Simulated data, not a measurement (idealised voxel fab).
This is a process module. Its name is voxel wiring stack.
Cross-section cut: width 180 nm, square cells of 5 nm.
A cross-section is written here as square cells arranged in a grid, and it is given in bands from the top down, each band taking up one or more rows of cells.
A band entry consists of two parts. The first gives the height of the band's top and the height of its bottom, in nm. The rest lists the band's materials from left to right, each with its width in nm. A single material labelled with the word "everywhere" fills the band from edge to edge, and the word "air" marks empty space.
The level at which height equals 0 is the one under which the wafer, as it arrives, is entirely one material. No lower edge exists for the bottom band, which continues downward and is notated as in "0 and below".
The two numbers in a width such as "30->40" mark its ends across the band: the first belongs to the top row of cells, the second to the bottom row, and from each row to the next the width moves by the same amount.
"remains unaltered", as given for a step, is the statement that not any cell of the cross-section underwent a change during that step.
Heads up: "Enclosed voids" only lists the empty pockets with no open path to the top that are 8 cells or more, and it writes them as width x height at distance, distance from the left edge, in nm.
Formally, on a step line, whatever follows the settings is a remark that the simulator itself makes on the step.
"overlay nm" denotes, for a step that has a mask, the displacement of the mask to the right of its planned place, with negative values corresponding to the left.

HERE'S WHAT THE PLANNED PROCESS STEPS LOOK LIKE
step 1: RECEIVE (material Si)
step 2: CONFORMAL_DEP (material SiO2; thk nm 15)
step 3: DIRECTIONAL_DEP (material TiN; thk nm 5)
step 4: DIRECTIONAL_DEP (material W; thk nm 20)
step 5: DIRECTIONAL_DEP (material aC; thk nm 10)
step 6: PATTERN (tone cover; mask id METAL_1; material resist; width nm 30; pitch nm 60; thk nm 25; overlay nm 0)
step 7: DIRECTIONAL_ETCH (etch materials aC; depth nm 10)
step 8: STRIP (etch materials resist)
step 9: DIRECTIONAL_ETCH (etch materials W; depth nm 20)
step 10: DIRECTIONAL_ETCH (etch materials TiN; depth nm 5)
step 11: STRIP (etch materials aC)
step 12: FILL_DEP (material lowk; thk nm 5)
step 13: CMP (height nm 40)
step 14: CONFORMAL_DEP (material SiCN; thk nm 5)
step 15: DIRECTIONAL_DEP (material SiO2; thk nm 20)
step 16: DIRECTIONAL_DEP (material aC; thk nm 15)
step 17: PATTERN (tone open; mask id PLUG_1; material resist; width nm 15; pitch nm 60; thk nm 35; overlay nm 0)
step 18: DIRECTIONAL_ETCH (etch materials aC; depth nm 15)
step 19: STRIP (etch materials resist)
step 20: DIRECTIONAL_ETCH (etch materials SiO2; depth nm 20)
step 21: DIRECTIONAL_ETCH (etch materials SiCN; depth nm 5)
step 22: STRIP (etch materials aC)
step 23: EPI (material Ru; thk nm 10)
step 24: EPI (material Ru; thk nm 10)
step 25: EPI (material Ru; thk nm 5)
step 26: DIRECTIONAL_DEP (material TiN; thk nm 5)
step 27: DIRECTIONAL_DEP (material Ru; thk nm 15)
step 28: MASKED_ETCH (tone cover; mask id METAL_2; width nm 30; pitch nm 60; etch materials Ru; depth nm 15; overlay nm 0)
step 29: MASKED_ETCH (tone cover; mask id METAL_2; width nm 30; pitch nm 60; etch materials TiN; depth nm 5; overlay nm 0)
step 30: CONFORMAL_DEP (material SiCN; thk nm 5)
step 31: FILL_DEP (material lowk; thk nm 5)
step 32: CMP (height nm 85)
step 33: CONFORMAL_DEP (material SiCN; thk nm 5)

FIRST WAFER, AS PLANNED

CROSS-SECTION OF THE INCOMING WAFER, STATE AFTER STEP 1
    0 and below: Si everywhere
    Enclosed voids: none

AFTER STEP 2, IN CROSS-SECTION
    15 down to 0: SiO2 everywhere
    Note: structure below 0 unchanged.

AFTER STEP 3, IN CROSS-SECTION
    20 down to 15: TiN everywhere
    Note: structure below 15 unchanged.

AFTER STEP 4, IN CROSS-SECTION
    40 down to 20: W everywhere
    Note: structure below 20 unchanged.

AFTER STEP 5, IN CROSS-SECTION
    50 down to 40: aC everywhere
    Note: structure below 40 unchanged.

AFTER STEP 6, IN CROSS-SECTION
    75 down to 50: 15 air / 30 resist / 30 air / 30 resist / 30 air / 30 resist / 15 air
    Note: structure below 50 unchanged.

AFTER STEP 7, IN CROSS-SECTION
    65 down to 50: 15 air / 30 resist / 30 air / 30 resist / 30 air / 30 resist / 15 air
    50 down to 40: 15 air / 30 aC / 30 air / 30 aC / 30 air / 30 aC / 15 air
    Note: structure below 40 unchanged.

AFTER STEP 8, IN CROSS-SECTION
    50 down to 40: 15 air / 30 aC / 30 air / 30 aC / 30 air / 30 aC / 15 air
    Note: structure below 40 unchanged.

AFTER STEP 9, IN CROSS-SECTION
    50 down to 40: 15 air / 30 aC / 30 air / 30 aC / 30 air / 30 aC / 15 air
    40 down to 20: 15 air / 30 W / 30 air / 30 W / 30 air / 30 W / 15 air
    Note: structure below 20 unchanged.

AFTER STEP 10, IN CROSS-SECTION
    50 down to 40: 15 air / 30 aC / 30 air / 30 aC / 30 air / 30 aC / 15 air
    40 down to 20: 15 air / 30 W / 30 air / 30 W / 30 air / 30 W / 15 air
    20 down to 15: 15 air / 30 TiN / 30 air / 30 TiN / 30 air / 30 TiN / 15 air
    Note: structure below 15 unchanged.

AFTER STEP 11, IN CROSS-SECTION
    40 down to 20: 15 air / 30 W / 30 air / 30 W / 30 air / 30 W / 15 air
    Note: structure below 20 unchanged.

AFTER STEP 12, IN CROSS-SECTION
    45 down to 40: lowk everywhere
    40 down to 20: 15 lowk / 30 W / 30 lowk / 30 W / 30 lowk / 30 W / 15 lowk
    20 down to 15: 15 lowk / 30 TiN / 30 lowk / 30 TiN / 30 lowk / 30 TiN / 15 lowk
    Note: structure below 15 unchanged.

AFTER STEP 13, IN CROSS-SECTION
    40 down to 20: 15 lowk / 30 W / 30 lowk / 30 W / 30 lowk / 30 W / 15 lowk
    Note: structure below 20 unchanged.

AFTER STEP 14, IN CROSS-SECTION
    45 down to 40: SiCN everywhere
    Note: structure below 40 unchanged.

AFTER STEP 15, IN CROSS-SECTION
    65 down to 45: SiO2 everywhere
    Note: structure below 45 unchanged.

AFTER STEP 16, IN CROSS-SECTION
    80 down to 65: aC everywhere
    Note: structure below 65 unchanged.

AFTER STEP 17, IN CROSS-SECTION
    115 down to 80: 15 resist / 15 air / 45 resist / 15 air / 45 resist / 15 air / 30 resist
    Note: structure below 80 unchanged.

AFTER STEP 18, IN CROSS-SECTION
    100 down to 80: 15 resist / 15 air / 45 resist / 15 air / 45 resist / 15 air / 30 resist
    80 down to 65: 15 aC / 15 air / 45 aC / 15 air / 45 aC / 15 air / 30 aC
    Note: structure below 65 unchanged.

AFTER STEP 19, IN CROSS-SECTION
    80 down to 65: 15 aC / 15 air / 45 aC / 15 air / 45 aC / 15 air / 30 aC
    Note: structure below 65 unchanged.

AFTER STEP 20, IN CROSS-SECTION
    80 down to 65: 15 aC / 15 air / 45 aC / 15 air / 45 aC / 15 air / 30 aC
    65 down to 45: 15 SiO2 / 15 air / 45 SiO2 / 15 air / 45 SiO2 / 15 air / 30 SiO2
    Note: structure below 45 unchanged.

AFTER STEP 21, IN CROSS-SECTION
    80 down to 65: 15 aC / 15 air / 45 aC / 15 air / 45 aC / 15 air / 30 aC
    65 down to 45: 15 SiO2 / 15 air / 45 SiO2 / 15 air / 45 SiO2 / 15 air / 30 SiO2
    45 down to 40: 15 SiCN / 15 air / 45 SiCN / 15 air / 45 SiCN / 15 air / 30 SiCN
    Note: structure below 40 unchanged.

AFTER STEP 22, IN CROSS-SECTION
    65 down to 45: 15 SiO2 / 15 air / 45 SiO2 / 15 air / 45 SiO2 / 15 air / 30 SiO2
    Note: structure below 45 unchanged.

AFTER STEP 23, IN CROSS-SECTION
    65 down to 50: 15 SiO2 / 15 air / 45 SiO2 / 15 air / 45 SiO2 / 15 air / 30 SiO2
    50 down to 45: 15 SiO2 / 15 Ru / 45 SiO2 / 15 Ru / 45 SiO2 / 15 Ru / 30 SiO2
    45 down to 40: 15 SiCN / 15 Ru / 45 SiCN / 15 Ru / 45 SiCN / 15 Ru / 30 SiCN
    Note: structure below 40 unchanged.

AFTER STEP 24, IN CROSS-SECTION
    65 down to 60: 15 SiO2 / 15 air / 45 SiO2 / 15 air / 45 SiO2 / 15 air / 30 SiO2
    60 down to 45: 15 SiO2 / 15 Ru / 45 SiO2 / 15 Ru / 45 SiO2 / 15 Ru / 30 SiO2
    Note: structure below 45 unchanged.

AFTER STEP 25, IN CROSS-SECTION
    65 down to 45: 15 SiO2 / 15 Ru / 45 SiO2 / 15 Ru / 45 SiO2 / 15 Ru / 30 SiO2
    Note: structure below 45 unchanged.

AFTER STEP 26, IN CROSS-SECTION
    70 down to 65: TiN everywhere
    Note: structure below 65 unchanged.

AFTER STEP 27, IN CROSS-SECTION
    85 down to 70: Ru everywhere
    Note: structure below 70 unchanged.

AFTER STEP 28, IN CROSS-SECTION
    85 down to 70: 15 air / 30 Ru / 30 air / 30 Ru / 30 air / 30 Ru / 15 air
    Note: structure below 70 unchanged.

AFTER STEP 29, IN CROSS-SECTION
    85 down to 70: 15 air / 30 Ru / 30 air / 30 Ru / 30 air / 30 Ru / 15 air
    70 down to 65: 15 air / 30 TiN / 30 air / 30 TiN / 30 air / 30 TiN / 15 air
    Note: structure below 65 unchanged.

AFTER STEP 30, IN CROSS-SECTION
    90 down to 85: 10 air / 40 SiCN / 20 air / 40 SiCN / 20 air / 40 SiCN / 10 air
    85 down to 70: 10 air / 5 SiCN / 30 Ru / 5 SiCN / 20 air / 5 SiCN / 30 Ru / 5 SiCN / 20 air / 5 SiCN / 30 Ru / 5 SiCN / 10 air
    70 down to 65: 15 SiCN / 30 TiN / 30 SiCN / 30 TiN / 30 SiCN / 30 TiN / 15 SiCN
    Note: structure below 65 unchanged.

AFTER STEP 31, IN CROSS-SECTION
    95 down to 90: lowk everywhere
    90 down to 85: 10 lowk / 40 SiCN / 20 lowk / 40 SiCN / 20 lowk / 40 SiCN / 10 lowk
    85 down to 70: 10 lowk / 5 SiCN / 30 Ru / 5 SiCN / 20 lowk / 5 SiCN / 30 Ru / 5 SiCN / 20 lowk / 5 SiCN / 30 Ru / 5 SiCN / 10 lowk
    Note: structure below 70 unchanged.

AFTER STEP 32, IN CROSS-SECTION
    85 down to 70: 10 lowk / 5 SiCN / 30 Ru / 5 SiCN / 20 lowk / 5 SiCN / 30 Ru / 5 SiCN / 20 lowk / 5 SiCN / 30 Ru / 5 SiCN / 10 lowk
    Note: structure below 70 unchanged.

AFTER STEP 33, IN CROSS-SECTION
    90 down to 85: SiCN everywhere
    Note: structure below 85 unchanged.

SECOND WAFER, SAME STARTING STATE AND PLAN AS THE FIRST, ONE MISTAKE IN THE RUN, IDENTICAL THROUGH STEP 22

LOOK AT THE SECOND WAFER IN CROSS-SECTION AT THE TIME STEP 24 OUGHT TO HAVE FINISHED
    65 down to 50: 15 SiO2 / 15 air / 45 SiO2 / 15 air / 45 SiO2 / 15 air / 30 SiO2
    50 down to 45: 15 SiO2 / 15 Ru / 45 SiO2 / 15 Ru / 45 SiO2 / 15 Ru / 30 SiO2
    45 down to 40: 15 SiCN / 15 Ru / 45 SiCN / 15 Ru / 45 SiCN / 15 Ru / 30 SiCN
    Note: structure below 40 unchanged.

LOOK AT THE SECOND WAFER IN CROSS-SECTION AT THE TIME STEP 25 OUGHT TO HAVE FINISHED
    65 down to 55: 15 SiO2 / 15 air / 45 SiO2 / 15 air / 45 SiO2 / 15 air / 30 SiO2
    55 down to 45: 15 SiO2 / 15 Ru / 45 SiO2 / 15 Ru / 45 SiO2 / 15 Ru / 30 SiO2
    Note: structure below 45 unchanged.

LOOK AT THE SECOND WAFER IN CROSS-SECTION AT THE TIME STEP 26 OUGHT TO HAVE FINISHED
    70 down to 65: 15 TiN / 15 air / 45 TiN / 15 air / 45 TiN / 15 air / 30 TiN
    65 down to 60: 15 SiO2 / 15 air / 45 SiO2 / 15 air / 45 SiO2 / 15 air / 30 SiO2
    60 down to 55: 15 SiO2 / 15 TiN / 45 SiO2 / 15 TiN / 45 SiO2 / 15 TiN / 30 SiO2
    Note: structure below 55 unchanged.

LOOK AT THE SECOND WAFER IN CROSS-SECTION AT THE TIME STEP 27 OUGHT TO HAVE FINISHED
    85 down to 75: 15 Ru / 15 air / 45 Ru / 15 air / 45 Ru / 15 air / 30 Ru
    75 down to 70: Ru everywhere
    70 down to 65: 15 TiN / 15 Ru / 45 TiN / 15 Ru / 45 TiN / 15 Ru / 30 TiN
    65 down to 60: 15 SiO2 / 15 Ru / 45 SiO2 / 15 Ru / 45 SiO2 / 15 Ru / 30 SiO2
    Note: structure below 60 unchanged.

LOOK AT THE SECOND WAFER IN CROSS-SECTION AT THE TIME STEP 28 OUGHT TO HAVE FINISHED
    85 down to 75: 30 air / 15 Ru / 45 air / 15 Ru / 45 air / 15 Ru / 15 air
    75 down to 70: 15 air / 30 Ru / 30 air / 30 Ru / 30 air / 30 Ru / 15 air
    Note: structure below 70 unchanged.

LOOK AT THE SECOND WAFER IN CROSS-SECTION AT THE TIME STEP 29 OUGHT TO HAVE FINISHED
    85 down to 75: 30 air / 15 Ru / 45 air / 15 Ru / 45 air / 15 Ru / 15 air
    75 down to 70: 15 air / 30 Ru / 30 air / 30 Ru / 30 air / 30 Ru / 15 air
    70 down to 65: 15 air / 15 Ru / 15 TiN / 30 air / 15 Ru / 15 TiN / 30 air / 15 Ru / 15 TiN / 15 air
    Note: structure below 65 unchanged.

LOOK AT THE SECOND WAFER IN CROSS-SECTION AT THE TIME STEP 30 OUGHT TO HAVE FINISHED
    90 down to 85: 25 air / 25 SiCN / 35 air / 25 SiCN / 35 air / 25 SiCN / 10 air
    85 down to 75: 25->10 air / 5->20 SiCN / 15 Ru / 5 SiCN / 35->20 air / 5->20 SiCN / 15 Ru / 5 SiCN / 35->20 air / 5->20 SiCN / 15 Ru / 5 SiCN / 10 air
    75 down to 70: 10 air / 5 SiCN / 30 Ru / 5 SiCN / 20 air / 5 SiCN / 30 Ru / 5 SiCN / 20 air / 5 SiCN / 30 Ru / 5 SiCN / 10 air
    70 down to 65: 15 SiCN / 15 Ru / 15 TiN / 30 SiCN / 15 Ru / 15 TiN / 30 SiCN / 15 Ru / 15 TiN / 15 SiCN
    Note: structure below 65 unchanged.

LOOK AT THE SECOND WAFER IN CROSS-SECTION AT THE TIME STEP 31 OUGHT TO HAVE FINISHED
    95 down to 90: lowk everywhere
    90 down to 85: 25 lowk / 25 SiCN / 35 lowk / 25 SiCN / 35 lowk / 25 SiCN / 10 lowk
    85 down to 75: 25->10 lowk / 5->20 SiCN / 15 Ru / 5 SiCN / 35->20 lowk / 5->20 SiCN / 15 Ru / 5 SiCN / 35->20 lowk / 5->20 SiCN / 15 Ru / 5 SiCN / 10 lowk
    75 down to 70: 10 lowk / 5 SiCN / 30 Ru / 5 SiCN / 20 lowk / 5 SiCN / 30 Ru / 5 SiCN / 20 lowk / 5 SiCN / 30 Ru / 5 SiCN / 10 lowk
    Note: structure below 70 unchanged.

LOOK AT THE SECOND WAFER IN CROSS-SECTION AT THE TIME STEP 32 OUGHT TO HAVE FINISHED
    85 down to 75: 25->10 lowk / 5->20 SiCN / 15 Ru / 5 SiCN / 35->20 lowk / 5->20 SiCN / 15 Ru / 5 SiCN / 35->20 lowk / 5->20 SiCN / 15 Ru / 5 SiCN / 10 lowk
    Note: structure below 75 unchanged.

LOOK AT THE SECOND WAFER IN CROSS-SECTION AT THE TIME STEP 33 OUGHT TO HAVE FINISHED
    90 down to 85: SiCN everywhere
    Note: structure below 85 unchanged.
Heads up, the wafer didn't run the way we planned it: since steps 23 and 24 are all the same, there's no way to know which one of them was skipped, only that one was
Bottom line after processing is that, in cells, the second wafer is up or down on some materials versus the first: Ru: 18 fewer; SiCN: 9 more; lowk: 9 more
